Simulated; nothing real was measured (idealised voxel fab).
process module | voxel gate over fins
cross-section cut | 185 nm wide | cells 5 nm
A cross-section is a grid of square cells, given in bands from the top down. A band is one or more rows of cells.
Each band's line starts with the height of the band's top and of its bottom, in nm. Then come its materials from left to right, each with its width in nm. One material with "throughout" fills the band from edge to edge. "air" is empty space.
Height 0 is the level under which the wafer as received is all one material. The lowest band goes on downwards, as in "0 down".
A width such as "30 to 40" changes by the same amount from each row of cells to the next, from the band's top row to its bottom row.
"no change" after a step means that no cell of the cross-section changed.
closed voids: empty space of 8 cells or more with no open way to the top, each as width x height at its distance from the left edge, in nm
after a step's settings: what the simulator itself notes on the step
overlay nm, on a step with a mask: how far to the right of its planned place the mask lay; to the left if negative
plan
1 op RECEIVE | material Si
2 op CONFORMAL_DEP | material SiN | thk nm 5
3 op DIRECTIONAL_DEP | material aC | thk nm 15
4 op PATTERN | tone cover | mask id FINS | material resist | width nm 15 | pitch nm 35 | thk nm 30 | overlay nm 0
5 op DIRECTIONAL_ETCH | etch materials aC | depth nm 15
6 op STRIP | etch materials resist
7 op DIRECTIONAL_ETCH | etch materials SiN | depth nm 5
8 op DIRECTIONAL_ETCH | etch materials Si | depth nm 30
9 op STRIP | etch materials aC
10 op OXIDIZE | depth nm 5
11 op FILL_DEP | material SiO2 | thk nm 15
12 op CMP | height nm 5
13 op SELECTIVE_ETCH | etch materials SiO2 | depth nm 15
14 op STRIP | etch materials SiN
15 op CONFORMAL_DEP | material HfO2 | thk nm 5
16 op CONFORMAL_DEP | material TiN | thk nm 5
17 op CONFORMAL_DEP | material TiAl | thk nm 5
18 op CONFORMAL_DEP | material TiN | thk nm 5
19 op FILL_DEP | material W | thk nm 10
20 op CMP | height nm 25
21 op CONFORMAL_DEP | material SiCN | thk nm 5
first wafer, as planned
as received, after step 1
  0 down: Si throughout
  closed voids: none
after step 2
  5 to 0: SiN throughout
  below 0: unchanged
after step 3
  20 to 5: aC throughout
  below 5: unchanged
after step 4
  50 to 20: air 30 | resist 15 | air 20 | resist 15 | air 20 | resist 15 | air 20 | resist 15 | air 35
  below 20: unchanged
after step 5
  35 to 20: air 30 | resist 15 | air 20 | resist 15 | air 20 | resist 15 | air 20 | resist 15 | air 35
  20 to 5: air 30 | aC 15 | air 20 | aC 15 | air 20 | aC 15 | air 20 | aC 15 | air 35
  below 5: unchanged
after step 6
  20 to 5: air 30 | aC 15 | air 20 | aC 15 | air 20 | aC 15 | air 20 | aC 15 | air 35
  below 5: unchanged
after step 7
  20 to 5: air 30 | aC 15 | air 20 | aC 15 | air 20 | aC 15 | air 20 | aC 15 | air 35
  5 to 0: air 30 | SiN 15 | air 20 | SiN 15 | air 20 | SiN 15 | air 20 | SiN 15 | air 35
  below 0: unchanged
after step 8
  20 to 5: air 30 | aC 15 | air 20 | aC 15 | air 20 | aC 15 | air 20 | aC 15 | air 35
  5 to 0: air 30 | SiN 15 | air 20 | SiN 15 | air 20 | SiN 15 | air 20 | SiN 15 | air 35
  0 to -30: air 30 | Si 15 | air 20 | Si 15 | air 20 | Si 15 | air 20 | Si 15 | air 35
  below -30: unchanged
after step 9
  5 to 0: air 30 | SiN 15 | air 20 | SiN 15 | air 20 | SiN 15 | air 20 | SiN 15 | air 35
  below 0: unchanged
after step 10
  5 to 0: air 30 | SiN 15 | air 20 | SiN 15 | air 20 | SiN 15 | air 20 | SiN 15 | air 35
  0 to -30: air 30 | SiO2 5 | Si 5 | SiO2 5 | air 20 | SiO2 5 | Si 5 | SiO2 5 | air 20 | SiO2 5 | Si 5 | SiO2 5 | air 20 | SiO2 5 | Si 5 | SiO2 5 | air 35
  -30 to -35: SiO2 35 | Si 5 | SiO2 30 | Si 5 | SiO2 30 | Si 5 | SiO2 30 | Si 5 | SiO2 40
  below -35: unchanged
after step 11
  20 to 5: SiO2 throughout
  5 to 0: SiO2 30 | SiN 15 | SiO2 20 | SiN 15 | SiO2 20 | SiN 15 | SiO2 20 | SiN 15 | SiO2 35
  0 to -35: SiO2 35 | Si 5 | SiO2 30 | Si 5 | SiO2 30 | Si 5 | SiO2 30 | Si 5 | SiO2 40
  below -35: unchanged
after step 12
  5 to 0: SiO2 30 | SiN 15 | SiO2 20 | SiN 15 | SiO2 20 | SiN 15 | SiO2 20 | SiN 15 | SiO2 35
  below 0: unchanged
after step 13
  5 to 0: air 30 | SiN 15 | air 20 | SiN 15 | air 20 | SiN 15 | air 20 | SiN 15 | air 35
  0 to -10: air 35 | Si 5 | air 30 | Si 5 | air 30 | Si 5 | air 30 | Si 5 | air 40
  below -10: unchanged
after step 14
  0 to -10: air 35 | Si 5 | air 30 | Si 5 | air 30 | Si 5 | air 30 | Si 5 | air 40
  below -10: unchanged
after step 15
  5 to 0: air 30 | HfO2 15 | air 20 | HfO2 15 | air 20 | HfO2 15 | air 20 | HfO2 15 | air 35
  0 to -5: air 30 | HfO2 5 | Si 5 | HfO2 5 | air 20 | HfO2 5 | Si 5 | HfO2 5 | air 20 | HfO2 5 | Si 5 | HfO2 5 | air 20 | HfO2 5 | Si 5 | HfO2 5 | air 35
  -5 to -10: HfO2 35 | Si 5 | HfO2 30 | Si 5 | HfO2 30 | Si 5 | HfO2 30 | Si 5 | HfO2 40
  below -10: unchanged
after step 16
  10 to 5: air 25 | TiN 25 | air 10 | TiN 25 | air 10 | TiN 25 | air 10 | TiN 25 | air 30
  5 to 0: air 25 | TiN 5 | HfO2 15 | TiN 5 | air 10 | TiN 5 | HfO2 15 | TiN 5 | air 10 | TiN 5 | HfO2 15 | TiN 5 | air 10 | TiN 5 | HfO2 15 | TiN 5 | air 30
  0 to -5: TiN 30 | HfO2 5 | Si 5 | HfO2 5 | TiN 20 | HfO2 5 | Si 5 | HfO2 5 | TiN 20 | HfO2 5 | Si 5 | HfO2 5 | TiN 20 | HfO2 5 | Si 5 | HfO2 5 | TiN 35
  below -5: unchanged
after step 17
  15 to 10: air 20 | TiAl 140 | air 25
  10 to 5: air 20 | TiAl 5 | TiN 25 | TiAl 10 | TiN 25 | TiAl 10 | TiN 25 | TiAl 10 | TiN 25 | TiAl 5 | air 25
  5 to 0: TiAl 25 | TiN 5 | HfO2 15 | TiN 5 | TiAl 10 | TiN 5 | HfO2 15 | TiN 5 | TiAl 10 | TiN 5 | HfO2 15 | TiN 5 | TiAl 10 | TiN 5 | HfO2 15 | TiN 5 | TiAl 30
  below 0: unchanged
after step 18
  20 to 15: air 15 | TiN 150 | air 20
  15 to 10: air 15 | TiN 5 | TiAl 140 | TiN 5 | air 20
  10 to 5: TiN 20 | TiAl 5 | TiN 25 | TiAl 10 | TiN 25 | TiAl 10 | TiN 25 | TiAl 10 | TiN 25 | TiAl 5 | TiN 25
  below 5: unchanged
after step 19
  30 to 20: W throughout
  20 to 15: W 15 | TiN 150 | W 20
  15 to 10: W 15 | TiN 5 | TiAl 140 | TiN 5 | W 20
  below 10: unchanged
after step 20
  25 to 20: W throughout
  below 20: unchanged
after step 21
  30 to 25: SiCN throughout
  below 25: unchanged
second wafer: like start, like plan, one mistake. Through step 3 it matches the first wafer
when step 4 should have ended
  50 to 20: air 30 | resist 20 | air 15 | resist 20 | air 15 | resist 20 | air 15 | resist 20 | air 30
  below 20: unchanged
when step 5 should have ended
  35 to 20: air 30 | resist 20 | air 15 | resist 20 | air 15 | resist 20 | air 15 | resist 20 | air 30
  20 to 5: air 30 | aC 20 | air 15 | aC 20 | air 15 | aC 20 | air 15 | aC 20 | air 30
  below 5: unchanged
when step 6 should have ended
  20 to 5: air 30 | aC 20 | air 15 | aC 20 | air 15 | aC 20 | air 15 | aC 20 | air 30
  below 5: unchanged
when step 7 should have ended
  20 to 5: air 30 | aC 20 | air 15 | aC 20 | air 15 | aC 20 | air 15 | aC 20 | air 30
  5 to 0: air 30 | SiN 20 | air 15 | SiN 20 | air 15 | SiN 20 | air 15 | SiN 20 | air 30
  below 0: unchanged
when step 8 should have ended
  20 to 5: air 30 | aC 20 | air 15 | aC 20 | air 15 | aC 20 | air 15 | aC 20 | air 30
  5 to 0: air 30 | SiN 20 | air 15 | SiN 20 | air 15 | SiN 20 | air 15 | SiN 20 | air 30
  0 to -30: air 30 | Si 20 | air 15 | Si 20 | air 15 | Si 20 | air 15 | Si 20 | air 30
  below -30: unchanged
when step 9 should have ended
  5 to 0: air 30 | SiN 20 | air 15 | SiN 20 | air 15 | SiN 20 | air 15 | SiN 20 | air 30
  below 0: unchanged
when step 10 should have ended
  5 to 0: air 30 | SiN 20 | air 15 | SiN 20 | air 15 | SiN 20 | air 15 | SiN 20 | air 30
  0 to -30: air 30 | SiO2 5 | Si 10 | SiO2 5 | air 15 | SiO2 5 | Si 10 | SiO2 5 | air 15 | SiO2 5 | Si 10 | SiO2 5 | air 15 | SiO2 5 | Si 10 | SiO2 5 | air 30
  -30 to -35: SiO2 35 | Si 10 | SiO2 25 | Si 10 | SiO2 25 | Si 10 | SiO2 25 | Si 10 | SiO2 35
  below -35: unchanged
when step 11 should have ended
  20 to 5: SiO2 throughout
  5 to 0: SiO2 30 | SiN 20 | SiO2 15 | SiN 20 | SiO2 15 | SiN 20 | SiO2 15 | SiN 20 | SiO2 30
  0 to -35: SiO2 35 | Si 10 | SiO2 25 | Si 10 | SiO2 25 | Si 10 | SiO2 25 | Si 10 | SiO2 35
  below -35: unchanged
when step 12 should have ended
  5 to 0: SiO2 30 | SiN 20 | SiO2 15 | SiN 20 | SiO2 15 | SiN 20 | SiO2 15 | SiN 20 | SiO2 30
  below 0: unchanged
when step 13 should have ended
  5 to 0: air 30 | SiN 20 | air 15 | SiN 20 | air 15 | SiN 20 | air 15 | SiN 20 | air 30
  0 to -10: air 35 | Si 10 | air 25 | Si 10 | air 25 | Si 10 | air 25 | Si 10 | air 35
  below -10: unchanged
when step 14 should have ended
  0 to -10: air 35 | Si 10 | air 25 | Si 10 | air 25 | Si 10 | air 25 | Si 10 | air 35
  below -10: unchanged
when step 15 should have ended
  5 to 0: air 30 | HfO2 20 | air 15 | HfO2 20 | air 15 | HfO2 20 | air 15 | HfO2 20 | air 30
  0 to -5: air 30 | HfO2 5 | Si 10 | HfO2 5 | air 15 | HfO2 5 | Si 10 | HfO2 5 | air 15 | HfO2 5 | Si 10 | HfO2 5 | air 15 | HfO2 5 | Si 10 | HfO2 5 | air 30
  -5 to -10: HfO2 35 | Si 10 | HfO2 25 | Si 10 | HfO2 25 | Si 10 | HfO2 25 | Si 10 | HfO2 35
  below -10: unchanged
when step 16 should have ended
  10 to 5: air 25 | TiN 30 | air 5 | TiN 30 | air 5 | TiN 30 | air 5 | TiN 30 | air 25
  5 to 0: air 25 | TiN 5 | HfO2 20 | TiN 5 | air 5 | TiN 5 | HfO2 20 | TiN 5 | air 5 | TiN 5 | HfO2 20 | TiN 5 | air 5 | TiN 5 | HfO2 20 | TiN 5 | air 25
  0 to -5: TiN 30 | HfO2 5 | Si 10 | HfO2 5 | TiN 15 | HfO2 5 | Si 10 | HfO2 5 | TiN 15 | HfO2 5 | Si 10 | HfO2 5 | TiN 15 | HfO2 5 | Si 10 | HfO2 5 | TiN 30
  below -5: unchanged
when step 17 should have ended
  15 to 10: air 20 | TiAl 145 | air 20
  10 to 5: air 20 | TiAl 5 | TiN 30 | TiAl 5 | TiN 30 | TiAl 5 | TiN 30 | TiAl 5 | TiN 30 | TiAl 5 | air 20
  5 to 0: TiAl 25 | TiN 5 | HfO2 20 | TiN 5 | TiAl 5 | TiN 5 | HfO2 20 | TiN 5 | TiAl 5 | TiN 5 | HfO2 20 | TiN 5 | TiAl 5 | TiN 5 | HfO2 20 | TiN 5 | TiAl 25
  below 0: unchanged
when step 18 should have ended
  20 to 15: air 15 | TiN 155 | air 15
  15 to 10: air 15 | TiN 5 | TiAl 145 | TiN 5 | air 15
  10 to 5: TiN 20 | TiAl 5 | TiN 30 | TiAl 5 | TiN 30 | TiAl 5 | TiN 30 | TiAl 5 | TiN 30 | TiAl 5 | TiN 20
  below 5: unchanged
when step 19 should have ended
  30 to 20: W throughout
  20 to 15: W 15 | TiN 155 | W 15
  15 to 10: W 15 | TiN 5 | TiAl 145 | TiN 5 | W 15
  below 10: unchanged
when step 20 should have ended
  25 to 20: W throughout
  below 20: unchanged
when step 21 should have ended
  30 to 25: SiCN throughout
  below 25: unchanged
what went wrong: step 4 ran as: op PATTERN | tone cover | mask id FINS | material resist | width nm 20 | pitch nm 35 | thk nm 30 | overlay nm 0
at the end the second wafer has, in cells: 28 more of Si | 20 fewer of SiO2 | 6 fewer of TiAl | 2 fewer of W
